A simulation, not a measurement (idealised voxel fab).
The following process module bears the name voxel ribs on slabs.
Square cell edge 5 nm, section width 275 nm, ID cut.
Cross-section = grid of square cells, listed top down in bands; band = one or more rows. What a band's entry tells you: where the top is and where the bottom is, as heights in nm, and after that what lies inside, material by material from left to right, each with its width in nm. Empty space is written as the word "empty", and a single material marked with the word "full width" occupies the band from edge to edge. Heights are reckoned from 0. Under this level, the received wafer is all of one material. The bottommost band is open-ended downward, for example "z 0 and below". It should be noted that a width expressed as "30..40" varies in equal increments from row to row of cells within the band, taking the value of the first number at the top row and that of the second number at the bottom row. "remains unaltered" -> step changed no cross-section cell. Entry "Voids, fully enclosed" = empty spaces >= 8 cells with no open way to the top; each as width x height at distance, distance from left edge, all nm. The remark found on a step's line after its settings is issued by the simulator itself and pertains to that step. overlay nm: mask right of planned place by this much (step with mask). Neg. = left.
Set out below are the planned steps of the process
1) RECEIVE (material Si)
2) DIRECTIONAL_DEP (material SiO2; thk nm 20)
3) DIRECTIONAL_DEP (material polySi; thk nm 15)
4) MASKED_ETCH (tone cover; mask id RIB; width nm 15; etch materials polySi; depth nm 5; overlay nm 0)
5) PATTERN (tone cover; mask id SLAB; material resist; width nm 45; thk nm 20; overlay nm 0)
6) DIRECTIONAL_ETCH (etch materials polySi; depth nm 10)
7) STRIP (etch materials resist)
8) FILL_DEP (material SiO2; thk nm 25)
9) CMP (height nm 55)
10) DIRECTIONAL_DEP (material W; thk nm 10)
11) MASKED_ETCH (tone cover; mask id HEATER; width nm 25; etch materials W; depth nm 10; overlay nm 0)
12) CONFORMAL_DEP (material SiO2; thk nm 5)
This is the cross-section of the wafer as we received it, i.e. after step 1
- z 0 and below  Si full width
- Voids, fully enclosed: none
Wafer cross-section at end of module: start and plan as shown above, one execution error
- z 70 to 65  empty (115) / SiO2 (35) / empty (125)
- z 65 to 60  empty (115) / SiO2 (5) / W (25) / SiO2 (5) / empty (125)
- z 60 to 55  SiO2 (120) / W (25) / SiO2 (130)
- z 55 to 35  SiO2 full width
- z 35 to 30  SiO2 (130) / polySi (15) / SiO2 (130)
- z 30 to 20  SiO2 (115) / polySi (45) / SiO2 (115)
- z 20 to 0  SiO2 full width
- z 0 and below  Si full width
- Voids, fully enclosed: none
Plan not followed: heads up, step 11 didn't go per plan, it actually ran as MASKED_ETCH (tone cover; mask id HEATER; width nm 25; etch materials W; depth nm 10; overlay nm -5)
